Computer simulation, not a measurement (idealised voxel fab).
This section sets out a process module, namely voxel capacitor over wiring.
Xsec cut, 220 nm wide, square cell size 5 nm.
In this document a cross-section is written as a grid of square cells. It is given as a series of bands, listed from the top down, and a band is one or more rows of cells.
Band: top and bottom heights (nm) first, top before bottom; then materials from left to right, widths in nm. "all across" marks a sole material filling the band edge to edge. "air" denotes empty space.
All heights in this document are referenced to 0, defined as the level beneath which the wafer, as received, consists entirely of one material. The lowest band is not bounded below; it extends indefinitely downward and is written in the form "z 0 and below".
Read "30->40" as a graded width: first number on top, second number at the bottom, same change between each pair of neighbouring rows.
Any step labelled "no alterations made" changed none of the cells in the cross-section.
Entry "Closed-off voids". Content: empty spaces with no open connection to the top, size 8 cells or greater. Each: width x height at distance. Distance: from left edge. Unit: nm.
If you see something after the settings on a step's line, that's the simulator's own remark about that step.
overlay nm, on a step with a mask: how far to the right of its planned place the mask lay; to the left if negative

[The planned process steps are enumerated hereunder]
1 RECEIVE with material Si
2 CONFORMAL_DEP with material SiO2, thk nm 15
3 DIRECTIONAL_DEP with material TiN, thk nm 5
4 DIRECTIONAL_DEP with material Ru, thk nm 15
5 DIRECTIONAL_DEP with material aC, thk nm 10
6 PATTERN with tone cover, mask id METAL_1, material resist, width nm 25, pitch nm 85, thk nm 30, overlay nm 0
7 DIRECTIONAL_ETCH with etch materials aC, depth nm 10
8 STRIP with etch materials resist
9 DIRECTIONAL_ETCH with etch materials Ru, depth nm 15
10 DIRECTIONAL_ETCH with etch materials TiN, depth nm 5
11 STRIP with etch materials aC
12 CONFORMAL_DEP with material SiN, thk nm 5
13 FILL_DEP with material SiO2, thk nm 5
14 CMP with height nm 35
15 CONFORMAL_DEP with material SiCN, thk nm 5
16 DIRECTIONAL_DEP with material lowk, thk nm 20
17 PATTERN with tone open, mask id PLUG_1, material resist, width nm 15, thk nm 15, overlay nm 0
18 DIRECTIONAL_ETCH with etch materials lowk, depth nm 20
19 DIRECTIONAL_ETCH with etch materials SiCN, depth nm 5
20 STRIP with etch materials resist
21 EPI with material Ru, thk nm 10
22 EPI with material Ru, thk nm 10
23 EPI with material Ru, thk nm 5
24 DIRECTIONAL_DEP with material TiN, thk nm 10
25 DIRECTIONAL_DEP with material Al2O3, thk nm 5
26 DIRECTIONAL_DEP with material TiN, thk nm 5
27 MASKED_ETCH with tone cover, mask id UPPER_PLATE, width nm 65, etch materials TiN, depth nm 5, overlay nm 0
28 MASKED_ETCH with tone cover, mask id UPPER_PLATE, width nm 65, etch materials Al2O3, depth nm 5, overlay nm 0
29 PATTERN with tone cover, mask id LOWER_PLATE, material resist, width nm 75, thk nm 20, overlay nm 0
30 DIRECTIONAL_ETCH with etch materials TiN, depth nm 10
31 STRIP with etch materials resist
32 FILL_DEP with material SiO2, thk nm 15
33 CMP with height nm 90
34 DIRECTIONAL_DEP with material aC, thk nm 10
35 PATTERN with tone open, mask id PLUG_2, material resist, width nm 15, thk nm 30, overlay nm 0
36 DIRECTIONAL_ETCH with etch materials aC, depth nm 10
37 STRIP with etch materials resist
38 DIRECTIONAL_ETCH with etch materials SiO2, depth nm 10
39 STRIP with etch materials aC
40 CONFORMAL_DEP with material TiN, thk nm 5
41 FILL_DEP with material W, thk nm 5
42 CMP with height nm 90
43 CONFORMAL_DEP with material SiCN, thk nm 5

[First of two wafers, processed according to plan]

[Cross-section, incoming material, after step 1]
  z 0 and below = Si all across
  Closed-off voids: none

[Cross-section: wafer state after step 2]
  z 15 to 0 = SiO2 all across
  For the remainder of the cross-section, below 0, there is no change.

[Cross-section: wafer state after step 3]
  z 20 to 15 = TiN all across
  For the remainder of the cross-section, below 15, there is no change.

[Cross-section: wafer state after step 4]
  z 35 to 20 = Ru all across
  For the remainder of the cross-section, below 20, there is no change.

[Cross-section: wafer state after step 5]
  z 45 to 35 = aC all across
  For the remainder of the cross-section, below 35, there is no change.

[Cross-section: wafer state after step 6]
  z 75 to 45 = air 55  resist 25  air 60  resist 25  air 55
  For the remainder of the cross-section, below 45, there is no change.

[Cross-section: wafer state after step 7]
  z 65 to 45 = air 55  resist 25  air 60  resist 25  air 55
  z 45 to 35 = air 55  aC 25  air 60  aC 25  air 55
  For the remainder of the cross-section, below 35, there is no change.

[Cross-section: wafer state after step 8]
  z 45 to 35 = air 55  aC 25  air 60  aC 25  air 55
  For the remainder of the cross-section, below 35, there is no change.

[Cross-section: wafer state after step 9]
  z 45 to 35 = air 55  aC 25  air 60  aC 25  air 55
  z 35 to 20 = air 55  Ru 25  air 60  Ru 25  air 55
  For the remainder of the cross-section, below 20, there is no change.

[Cross-section: wafer state after step 10]
  z 45 to 35 = air 55  aC 25  air 60  aC 25  air 55
  z 35 to 20 = air 55  Ru 25  air 60  Ru 25  air 55
  z 20 to 15 = air 55  TiN 25  air 60  TiN 25  air 55
  For the remainder of the cross-section, below 15, there is no change.

[Cross-section: wafer state after step 11]
  z 35 to 20 = air 55  Ru 25  air 60  Ru 25  air 55
  For the remainder of the cross-section, below 20, there is no change.

[Cross-section: wafer state after step 12]
  z 40 to 35 = air 50  SiN 35  air 50  SiN 35  air 50
  z 35 to 20 = air 50  SiN 5  Ru 25  SiN 5  air 50  SiN 5  Ru 25  SiN 5  air 50
  z 20 to 15 = SiN 55  TiN 25  SiN 60  TiN 25  SiN 55
  For the remainder of the cross-section, below 15, there is no change.

[Cross-section: wafer state after step 13]
  z 45 to 40 = SiO2 all across
  z 40 to 35 = SiO2 50  SiN 35  SiO2 50  SiN 35  SiO2 50
  z 35 to 20 = SiO2 50  SiN 5  Ru 25  SiN 5  SiO2 50  SiN 5  Ru 25  SiN 5  SiO2 50
  For the remainder of the cross-section, below 20, there is no change.

[Cross-section: wafer state after step 14]
  z 35 to 20 = SiO2 50  SiN 5  Ru 25  SiN 5  SiO2 50  SiN 5  Ru 25  SiN 5  SiO2 50
  For the remainder of the cross-section, below 20, there is no change.

[Cross-section: wafer state after step 15]
  z 40 to 35 = SiCN all across
  For the remainder of the cross-section, below 35, there is no change.

[Cross-section: wafer state after step 16]
  z 60 to 40 = lowk all across
  For the remainder of the cross-section, below 40, there is no change.

[Cross-section: wafer state after step 17]
  z 75 to 60 = resist 65  air 15  resist 140
  For the remainder of the cross-section, below 60, there is no change.

[Cross-section: wafer state after step 18]
  z 75 to 60 = resist 65  air 15  resist 140
  z 60 to 40 = lowk 65  air 15  lowk 140
  For the remainder of the cross-section, below 40, there is no change.

[Cross-section: wafer state after step 19]
  z 75 to 60 = resist 65  air 15  resist 140
  z 60 to 40 = lowk 65  air 15  lowk 140
  z 40 to 35 = SiCN 65  air 15  SiCN 140
  For the remainder of the cross-section, below 35, there is no change.

[Cross-section: wafer state after step 20]
  z 60 to 40 = lowk 65  air 15  lowk 140
  For the remainder of the cross-section, below 40, there is no change.

[Cross-section: wafer state after step 21]
  z 60 to 45 = lowk 65  air 15  lowk 140
  z 45 to 40 = lowk 65  Ru 15  lowk 140
  z 40 to 35 = SiCN 65  Ru 15  SiCN 140
  For the remainder of the cross-section, below 35, there is no change.

[Cross-section: wafer state after step 22]
  z 60 to 55 = lowk 65  air 15  lowk 140
  z 55 to 40 = lowk 65  Ru 15  lowk 140
  For the remainder of the cross-section, below 40, there is no change.

[Cross-section: wafer state after step 23]
  z 60 to 40 = lowk 65  Ru 15  lowk 140
  For the remainder of the cross-section, below 40, there is no change.

[Cross-section: wafer state after step 24]
  z 70 to 60 = TiN all across
  For the remainder of the cross-section, below 60, there is no change.

[Cross-section: wafer state after step 25]
  z 75 to 70 = Al2O3 all across
  For the remainder of the cross-section, below 70, there is no change.

[Cross-section: wafer state after step 26]
  z 80 to 75 = TiN all across
  For the remainder of the cross-section, below 75, there is no change.

[Cross-section: wafer state after step 27]
  z 80 to 75 = air 65  TiN 65  air 90
  For the remainder of the cross-section, below 75, there is no change.

[Cross-section: wafer state after step 28]
  z 80 to 75 = air 65  TiN 65  air 90
  z 75 to 70 = air 65  Al2O3 65  air 90
  For the remainder of the cross-section, below 70, there is no change.

[Cross-section: wafer state after step 29]
  z 100 to 80 = air 60  resist 75  air 85
  z 80 to 75 = air 60  resist 5  TiN 65  resist 5  air 85
  z 75 to 70 = air 60  resist 5  Al2O3 65  resist 5  air 85
  For the remainder of the cross-section, below 70, there is no change.

[Cross-section: wafer state after step 30]
  z 100 to 80 = air 60  resist 75  air 85
  z 80 to 75 = air 60  resist 5  TiN 65  resist 5  air 85
  z 75 to 70 = air 60  resist 5  Al2O3 65  resist 5  air 85
  z 70 to 60 = air 60  TiN 75  air 85
  For the remainder of the cross-section, below 60, there is no change.

[Cross-section: wafer state after step 31]
  z 80 to 75 = air 65  TiN 65  air 90
  z 75 to 70 = air 65  Al2O3 65  air 90
  For the remainder of the cross-section, below 70, there is no change.

[Cross-section: wafer state after step 32]
  z 95 to 80 = SiO2 all across
  z 80 to 75 = SiO2 65  TiN 65  SiO2 90
  z 75 to 70 = SiO2 65  Al2O3 65  SiO2 90
  z 70 to 60 = SiO2 60  TiN 75  SiO2 85
  For the remainder of the cross-section, below 60, there is no change.

[Cross-section: wafer state after step 33]
  z 90 to 80 = SiO2 all across
  For the remainder of the cross-section, below 80, there is no change.

[Cross-section: wafer state after step 34]
  z 100 to 90 = aC all across
  For the remainder of the cross-section, below 90, there is no change.

[Cross-section: wafer state after step 35]
  z 130 to 100 = resist 75  air 15  resist 130
  For the remainder of the cross-section, below 100, there is no change.

[Cross-section: wafer state after step 36]
  z 120 to 100 = resist 75  air 15  resist 130
  z 100 to 90 = aC 75  air 15  aC 130
  For the remainder of the cross-section, below 90, there is no change.

[Cross-section: wafer state after step 37]
  z 100 to 90 = aC 75  air 15  aC 130
  For the remainder of the cross-section, below 90, there is no change.

[Cross-section: wafer state after step 38]
  z 100 to 90 = aC 75  air 15  aC 130
  z 90 to 80 = SiO2 75  air 15  SiO2 130
  For the remainder of the cross-section, below 80, there is no change.

[Cross-section: wafer state after step 39]
  z 90 to 80 = SiO2 75  air 15  SiO2 130
  For the remainder of the cross-section, below 80, there is no change.

[Cross-section: wafer state after step 40]
  z 95 to 90 = TiN 80  air 5  TiN 135
  z 90 to 85 = SiO2 75  TiN 5  air 5  TiN 5  SiO2 130
  z 85 to 75 = SiO2 75->65  TiN 15->65  SiO2 130->90
  For the remainder of the cross-section, below 75, there is no change.

[Cross-section: wafer state after step 41]
  z 100 to 95 = W all across
  z 95 to 90 = TiN 80  W 5  TiN 135
  z 90 to 85 = SiO2 75  TiN 5  W 5  TiN 5  SiO2 130
  For the remainder of the cross-section, below 85, there is no change.

[Cross-section: wafer state after step 42]
  z 90 to 85 = SiO2 75  TiN 5  W 5  TiN 5  SiO2 130
  For the remainder of the cross-section, below 85, there is no change.

[Cross-section: wafer state after step 43]
  z 95 to 90 = SiCN all across
  For the remainder of the cross-section, below 90, there is no change.

[Companion wafer, the second of two: same beginning, same intended sequence, one mistake in carrying it out; through step 13 inclusive it tracks the first exactly]

[Second wafer profile in section, at the moment step 14 of the plan was meant to be complete]
  z 40 to 35 = SiO2 50  SiN 35  SiO2 50  SiN 35  SiO2 50
  For the remainder of the cross-section, below 35, there is no change.

[Second wafer profile in section, at the moment step 15 of the plan was meant to be complete]
  z 45 to 40 = SiCN all across
  For the remainder of the cross-section, below 40, there is no change.

[Second wafer profile in section, at the moment step 16 of the plan was meant to be complete]
  z 65 to 45 = lowk all across
  For the remainder of the cross-section, below 45, there is no change.

[Second wafer profile in section, at the moment step 17 of the plan was meant to be complete]
  z 80 to 65 = resist 65  air 15  resist 140
  For the remainder of the cross-section, below 65, there is no change.

[Second wafer profile in section, at the moment step 18 of the plan was meant to be complete]
  z 80 to 65 = resist 65  air 15  resist 140
  z 65 to 45 = lowk 65  air 15  lowk 140
  For the remainder of the cross-section, below 45, there is no change.

[Second wafer profile in section, at the moment step 19 of the plan was meant to be complete]
  z 80 to 65 = resist 65  air 15  resist 140
  z 65 to 45 = lowk 65  air 15  lowk 140
  z 45 to 40 = SiCN 65  air 15  SiCN 140
  For the remainder of the cross-section, below 40, there is no change.

[Second wafer profile in section, at the moment step 20 of the plan was meant to be complete]
  z 65 to 45 = lowk 65  air 15  lowk 140
  For the remainder of the cross-section, below 45, there is no change.

Second wafer profile in section, at the moment step 21 of the plan was meant to be complete: no alterations made

Second wafer profile in section, at the moment step 22 of the plan was meant to be complete: no alterations made

Second wafer profile in section, at the moment step 23 of the plan was meant to be complete: no alterations made

[Second wafer profile in section, at the moment step 24 of the plan was meant to be complete]
  z 75 to 65 = TiN 65  air 15  TiN 140
  z 65 to 50 = lowk 65  air 15  lowk 140
  z 50 to 45 = lowk 65  TiN 15  lowk 140
  z 45 to 40 = SiCN 65  TiN 15  SiCN 140
  For the remainder of the cross-section, below 40, there is no change.

[Second wafer profile in section, at the moment step 25 of the plan was meant to be complete]
  z 80 to 75 = Al2O3 65  air 15  Al2O3 140
  z 75 to 65 = TiN 65  air 15  TiN 140
  z 65 to 55 = lowk 65  air 15  lowk 140
  z 55 to 50 = lowk 65  Al2O3 15  lowk 140
  For the remainder of the cross-section, below 50, there is no change.

[Second wafer profile in section, at the moment step 26 of the plan was meant to be complete]
  z 85 to 80 = TiN 65  air 15  TiN 140
  z 80 to 75 = Al2O3 65  air 15  Al2O3 140
  z 75 to 65 = TiN 65  air 15  TiN 140
  z 65 to 60 = lowk 65  air 15  lowk 140
  z 60 to 55 = lowk 65  TiN 15  lowk 140
  For the remainder of the cross-section, below 55, there is no change.

[Second wafer profile in section, at the moment step 27 of the plan was meant to be complete]
  z 85 to 80 = air 80  TiN 50  air 90
  For the remainder of the cross-section, below 80, there is no change.

[Second wafer profile in section, at the moment step 28 of the plan was meant to be complete]
  z 85 to 80 = air 80  TiN 50  air 90
  z 80 to 75 = air 80  Al2O3 50  air 90
  For the remainder of the cross-section, below 75, there is no change.

[Second wafer profile in section, at the moment step 29 of the plan was meant to be complete]
  z 105 to 85 = air 60  resist 75  air 85
  z 85 to 80 = air 60  resist 20  TiN 50  resist 5  air 85
  z 80 to 75 = air 60  resist 20  Al2O3 50  resist 5  air 85
  z 75 to 65 = TiN 65  resist 15  TiN 140
  z 65 to 60 = lowk 65  resist 15  lowk 140
  For the remainder of the cross-section, below 60, there is no change.

[Second wafer profile in section, at the moment step 30 of the plan was meant to be complete]
  z 105 to 85 = air 60  resist 75  air 85
  z 85 to 80 = air 60  resist 20  TiN 50  resist 5  air 85
  z 80 to 75 = air 60  resist 20  Al2O3 50  resist 5  air 85
  z 75 to 65 = air 60  TiN 5  resist 15  TiN 55  air 85
  For the remainder of the cross-section, below 65, there is no change.

[Second wafer profile in section, at the moment step 31 of the plan was meant to be complete]
  z 85 to 80 = air 80  TiN 50  air 90
  z 80 to 75 = air 80  Al2O3 50  air 90
  z 75 to 65 = air 60  TiN 5  air 15  TiN 55  air 85
  z 65 to 60 = lowk 65  air 15  lowk 140
  For the remainder of the cross-section, below 60, there is no change.

[Second wafer profile in section, at the moment step 32 of the plan was meant to be complete]
  z 100 to 85 = SiO2 all across
  z 85 to 80 = SiO2 80  TiN 50  SiO2 90
  z 80 to 75 = SiO2 80  Al2O3 50  SiO2 90
  z 75 to 65 = SiO2 60  TiN 5  SiO2 15  TiN 55  SiO2 85
  z 65 to 60 = lowk 65  SiO2 15  lowk 140
  For the remainder of the cross-section, below 60, there is no change.

[Second wafer profile in section, at the moment step 33 of the plan was meant to be complete]
  z 90 to 85 = SiO2 all across
  For the remainder of the cross-section, below 85, there is no change.

[Second wafer profile in section, at the moment step 34 of the plan was meant to be complete]
  z 100 to 90 = aC all across
  For the remainder of the cross-section, below 90, there is no change.

[Second wafer profile in section, at the moment step 35 of the plan was meant to be complete]
  z 130 to 100 = resist 75  air 15  resist 130
  For the remainder of the cross-section, below 100, there is no change.

[Second wafer profile in section, at the moment step 36 of the plan was meant to be complete]
  z 120 to 100 = resist 75  air 15  resist 130
  z 100 to 90 = aC 75  air 15  aC 130
  For the remainder of the cross-section, below 90, there is no change.

[Second wafer profile in section, at the moment step 37 of the plan was meant to be complete]
  z 100 to 90 = aC 75  air 15  aC 130
  For the remainder of the cross-section, below 90, there is no change.

[Second wafer profile in section, at the moment step 38 of the plan was meant to be complete]
  z 100 to 90 = aC 75  air 15  aC 130
  z 90 to 85 = SiO2 75  air 15  SiO2 130
  z 85 to 80 = SiO2 75  air 5  TiN 50  SiO2 90
  For the remainder of the cross-section, below 80, there is no change.

[Second wafer profile in section, at the moment step 39 of the plan was meant to be complete]
  z 90 to 85 = SiO2 75  air 15  SiO2 130
  For the remainder of the cross-section, below 85, there is no change.

[Second wafer profile in section, at the moment step 40 of the plan was meant to be complete]
  z 95 to 90 = TiN 80  air 5  TiN 135
  z 90 to 80 = SiO2 75  TiN 15->55  SiO2 130->90
  For the remainder of the cross-section, below 80, there is no change.

[Second wafer profile in section, at the moment step 41 of the plan was meant to be complete]
  z 100 to 95 = W all across
  z 95 to 90 = TiN 80  W 5  TiN 135
  For the remainder of the cross-section, below 90, there is no change.

[Second wafer profile in section, at the moment step 42 of the plan was meant to be complete]
  z 90 to 80 = SiO2 75  TiN 15->55  SiO2 130->90
  For the remainder of the cross-section, below 80, there is no change.

[Second wafer profile in section, at the moment step 43 of the plan was meant to be complete]
  z 95 to 90 = SiCN all across
  For the remainder of the cross-section, below 90, there is no change.
Short version of what went wrong: step 14 off recipe, ran as CMP with height nm 40
Final difference in cells, second wafer against first, listed per material as more or fewer: -15 Ru; +14 SiN; +3 SiO2; -1 TiN; -1 W
